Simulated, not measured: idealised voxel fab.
This is a process module. Its name is voxel ribs on slabs.
The figure presents cross-section cut, which has a width of 260 nm and is divided into square cells with an edge length of 5 nm.
If you're reading a cross-section in this doc, picture square cells in a grid; it comes to you as bands, top ones listed first down to the bottom, and a band can be one or more rows of cells.
Heights first: top, then bottom, in nm. Then materials, left to right, each with a width in nm. "full width" on a single material: fills the band edge to edge. "blank": empty space.
Heights are reckoned from 0. Under this level, the received wafer is all of one material. The bottommost band is open-ended downward, for example "0..down".
Width "30..40": first value at the band's top row of cells, second value at its bottom row, equal change from row to row.
"remains unaltered", as given for a step, is the statement that not any cell of the cross-section underwent a change during that step.
"Closed void roster" contains a list of empty spaces, each no smaller than 8 cells and without an open way to the top, written in the form width x height at distance with the distance from the left edge and all three in nm.
The remark found on a step's line after its settings is issued by the simulator itself and pertains to that step.
Each step line may optionally specify "overlay nm", which for a step with a mask gives the rightward distance between the mask's planned place and where it lay, a negative value indicating the leftward direction.

PLAN
1) RECEIVE, material Si
2) DIRECTIONAL_DEP, material SiO2, thk nm 30
3) DIRECTIONAL_DEP, material SiN, thk nm 15
4) PATTERN, tone cover, mask id RIB, material resist, width nm 25, thk nm 15, overlay nm 0
5) DIRECTIONAL_ETCH, etch materials SiN, depth nm 5
6) STRIP, etch materials resist
7) MASKED_ETCH, tone cover, mask id SLAB, width nm 55, etch materials SiN, depth nm 10, overlay nm 0
8) FILL_DEP, material SiO2, thk nm 25
9) CMP, height nm 65
10) DIRECTIONAL_DEP, material TiN, thk nm 5
11) MASKED_ETCH, tone cover, mask id HEATER, width nm 35, etch materials TiN, depth nm 5, overlay nm 0
12) CONFORMAL_DEP, material SiO2, thk nm 5

THE FIRST OF THE TWO WAFERS, WHICH RAN AS PLANNED

THE CROSS-SECTION HERE SHOWS THE WAFER AS RECEIVED, I.E. IN ITS STATE AFTER STEP 1
0..down: Si full width
Closed void roster: none

WAFER XSEC, POST STEP 2
30..0: SiO2 full width
Under 0: no change, same as before.

WAFER XSEC, POST STEP 3
45..30: SiN full width
Under 30: no change, same as before.

WAFER XSEC, POST STEP 4
60..45: blank=115 | resist=25 | blank=120
Under 45: no change, same as before.

WAFER XSEC, POST STEP 5
60..45: blank=115 | resist=25 | blank=120
45..40: blank=115 | SiN=25 | blank=120
Under 40: no change, same as before.

WAFER XSEC, POST STEP 6
45..40: blank=115 | SiN=25 | blank=120
Under 40: no change, same as before.

WAFER XSEC, POST STEP 7
45..40: blank=115 | SiN=25 | blank=120
40..30: blank=100 | SiN=55 | blank=105
Under 30: no change, same as before.

WAFER XSEC, POST STEP 8
70..45: SiO2 full width
45..40: SiO2=115 | SiN=25 | SiO2=120
40..30: SiO2=100 | SiN=55 | SiO2=105
Under 30: no change, same as before.

WAFER XSEC, POST STEP 9
65..45: SiO2 full width
Under 45: no change, same as before.

WAFER XSEC, POST STEP 10
70..65: TiN full width
Under 65: no change, same as before.

WAFER XSEC, POST STEP 11
70..65: blank=110 | TiN=35 | blank=115
Under 65: no change, same as before.

WAFER XSEC, POST STEP 12
75..70: blank=105 | SiO2=45 | blank=110
70..65: SiO2=110 | TiN=35 | SiO2=115
Under 65: no change, same as before.

THE SECOND WAFER: COMMON ORIGIN AND PLAN, ONE MISTAKE IN EXECUTION, IDENTICAL TO THE FIRST THROUGH STEP 3

SECOND WAFER, SECTION VIEW, TIME POINT: SCHEDULED END OF STEP 4
60..45: blank=110 | resist=25 | blank=125
Under 45: no change, same as before.

SECOND WAFER, SECTION VIEW, TIME POINT: SCHEDULED END OF STEP 5
60..45: blank=110 | resist=25 | blank=125
45..40: blank=110 | SiN=25 | blank=125
Under 40: no change, same as before.

SECOND WAFER, SECTION VIEW, TIME POINT: SCHEDULED END OF STEP 6
45..40: blank=110 | SiN=25 | blank=125
Under 40: no change, same as before.

SECOND WAFER, SECTION VIEW, TIME POINT: SCHEDULED END OF STEP 7
45..40: blank=110 | SiN=25 | blank=125
40..30: blank=100 | SiN=55 | blank=105
Under 30: no change, same as before.

SECOND WAFER, SECTION VIEW, TIME POINT: SCHEDULED END OF STEP 8
70..45: SiO2 full width
45..40: SiO2=110 | SiN=25 | SiO2=125
40..30: SiO2=100 | SiN=55 | SiO2=105
Under 30: no change, same as before.

SECOND WAFER, SECTION VIEW, TIME POINT: SCHEDULED END OF STEP 9
65..45: SiO2 full width
Under 45: no change, same as before.

SECOND WAFER, SECTION VIEW, TIME POINT: SCHEDULED END OF STEP 10
70..65: TiN full width
Under 65: no change, same as before.

SECOND WAFER, SECTION VIEW, TIME POINT: SCHEDULED END OF STEP 11
70..65: blank=110 | TiN=35 | blank=115
Under 65: no change, same as before.

SECOND WAFER, SECTION VIEW, TIME POINT: SCHEDULED END OF STEP 12
75..70: blank=105 | SiO2=45 | blank=110
70..65: SiO2=110 | TiN=35 | SiO2=115
Under 65: no change, same as before.
Run error: step 4, actual vs plan mismatch, actual run PATTERN, tone cover, mask id RIB, material resist, width nm 25, thk nm 15, overlay nm -5
Same inventory, different map: at the end, the second wafer holds as many cells of each material as the first, placed elsewhere.
